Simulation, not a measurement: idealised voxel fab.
The following is a process module called voxel capacitor over wiring.
The figure presents cross-section cut, which has a width of 300 nm and is divided into square cells with an edge length of 5 nm.
Cross-section = grid of square cells, listed top down in bands; band = one or more rows. Heads up on the band format: heights come first, top then bottom, in nm. After that it's the materials left to right, each with its width in nm. A single material flagged "throughout" fills the whole band edge to edge, and "blank" means there's empty space there. Height is counted from the level 0, under which the received wafer is composed throughout of one material. The lowest of the bands is not closed at the bottom but continues downward, in the notation "0 down". Quick explanation for "30->40": the width changes in equal steps down the rows of cells, from the first number in the band's top row to the second number in its bottom row. What does "no change" mean for a step? It means no cell of the cross-section changed in that step. The list in "Enclosed void catalog" covers empty spaces of 8 cells or more that cannot reach the top through any open way, and it gives each as width x height at distance; the distance is from the left edge, and width, height and distance are in nm. Whatever follows a step's settings on its line is a remark the simulator itself makes about that step. A step's line can hold "overlay nm"; with a mask on that step, the setting says how far right of the planned place the mask lay, while a negative setting says it lay to the left.

Here's what the planned process steps look like
1: op RECEIVE | material Si
2: op CONFORMAL_DEP | material SiO2 | thk nm 15
3: op CONFORMAL_DEP | material SiN | thk nm 5
4: op DIRECTIONAL_DEP | material lowk | thk nm 20
5: op DIRECTIONAL_DEP | material aC | thk nm 15
6: op PATTERN | tone open | mask id METAL_1 | material resist | width nm 20 | pitch nm 85 | thk nm 30 | overlay nm 0
7: op DIRECTIONAL_ETCH | etch materials aC | depth nm 15
8: op STRIP | etch materials resist
9: op DIRECTIONAL_ETCH | etch materials lowk | depth nm 20
10: op DIRECTIONAL_ETCH | etch materials SiN | depth nm 5
11: op STRIP | etch materials aC
12: op CONFORMAL_DEP | material TiN | thk nm 5
13: op FILL_DEP | material Cu | thk nm 10
14: op CMP | height nm 40
15: op CONFORMAL_DEP | material SiCN | thk nm 5
16: op DIRECTIONAL_DEP | material lowk | thk nm 20
17: op PATTERN | tone open | mask id PLUG_1 | material resist | width nm 15 | thk nm 20 | overlay nm 0
18: op DIRECTIONAL_ETCH | etch materials lowk | depth nm 20
19: op DIRECTIONAL_ETCH | etch materials SiCN | depth nm 5
20: op STRIP | etch materials resist
21: op EPI | material Ru | thk nm 10
22: op EPI | material Ru | thk nm 10
23: op EPI | material Ru | thk nm 5
24: op DIRECTIONAL_DEP | material TiN | thk nm 5
25: op DIRECTIONAL_DEP | material SiN | thk nm 5
26: op DIRECTIONAL_DEP | material TiN | thk nm 10
27: op PATTERN | tone cover | mask id UPPER_PLATE | material resist | width nm 70 | thk nm 15 | overlay nm 0
28: op DIRECTIONAL_ETCH | etch materials TiN | depth nm 10
29: op DIRECTIONAL_ETCH | etch materials SiN | depth nm 5
30: op STRIP | etch materials resist
31: op MASKED_ETCH | tone cover | mask id LOWER_PLATE | width nm 80 | etch materials TiN | depth nm 5 | overlay nm 0
32: op FILL_DEP | material SiO2 | thk nm 20
33: op CMP | height nm 100
34: op MASKED_ETCH | tone open | mask id PLUG_2 | width nm 15 | etch materials SiO2 | depth nm 15 | overlay nm 0
35: op CONFORMAL_DEP | material TiN | thk nm 5
36: op FILL_DEP | material Cu | thk nm 10
37: op CMP | height nm 100
38: op CONFORMAL_DEP | material SiCN | thk nm 5

Wafer as received: cross-section following step 1
  0 down = Si throughout
  Enclosed void catalog: none

The first of two wafers, cross-sectioned at the end of the module, with the run proceeding as planned
  105 to 100 = SiCN throughout
  100 to 90 = 110 of SiO2 | 5 of TiN | 5 of Cu | 5 of TiN | 175 of SiO2
  90 to 85 = 110 of SiO2 | 15 of TiN | 175 of SiO2
  85 to 75 = 100 of SiO2 | 70 of TiN | 130 of SiO2
  75 to 70 = 100 of SiO2 | 70 of SiN | 130 of SiO2
  70 to 65 = 95 of SiO2 | 80 of TiN | 125 of SiO2
  65 to 45 = 100 of lowk | 15 of Ru | 185 of lowk
  45 to 40 = 100 of SiCN | 15 of Ru | 185 of SiCN
  40 to 20 = 95 of lowk | 5 of TiN | 10 of Cu | 5 of TiN | 65 of lowk | 5 of TiN | 10 of Cu | 5 of TiN | 100 of lowk
  20 to 15 = 95 of SiN | 20 of TiN | 65 of SiN | 20 of TiN | 100 of SiN
  15 to 0 = SiO2 throughout
  0 down = Si throughout
  Enclosed void catalog: none

Wafer two, end of module, cross-section. Same start, same plan as wafer one. One mistake in the run
  105 to 100 = SiCN throughout
  100 to 90 = 110 of SiO2 | 5 of TiN | 5 of Cu | 5 of TiN | 175 of SiO2
  90 to 80 = 110->100 of SiO2 | 15->20 of TiN | 175->180 of SiO2
  80 to 75 = 100 of SiO2 | 70 of TiN | 130 of SiO2
  75 to 70 = 100 of SiO2 | 20 of SiN | 50 of TiN | 130 of SiO2
  70 to 65 = 95 of SiO2 | 25 of TiN | 50 of SiN | 130 of SiO2
  65 to 60 = 95 of SiO2 | 25 of Ru | 55 of TiN | 125 of SiO2
  60 to 45 = 100 of lowk | 15 of Ru | 185 of lowk
  45 to 40 = 100 of SiCN | 15 of Ru | 185 of SiCN
  40 to 20 = 95 of lowk | 5 of TiN | 10 of Cu | 5 of TiN | 65 of lowk | 5 of TiN | 10 of Cu | 5 of TiN | 100 of lowk
  20 to 15 = 95 of SiN | 20 of TiN | 65 of SiN | 20 of TiN | 100 of SiN
  15 to 0 = SiO2 throughout
  0 down = Si throughout
  Enclosed void catalog: none
Heads up, the wafer didn't run the way we planned it: it should be noted that step 16 was executed with settings other than those planned, the operation and settings actually applied being op DIRECTIONAL_DEP | material lowk | thk nm 15
Cell-count delta at end, second wafer over first, by material: Ru +2; SiO2 +55; lowk -57
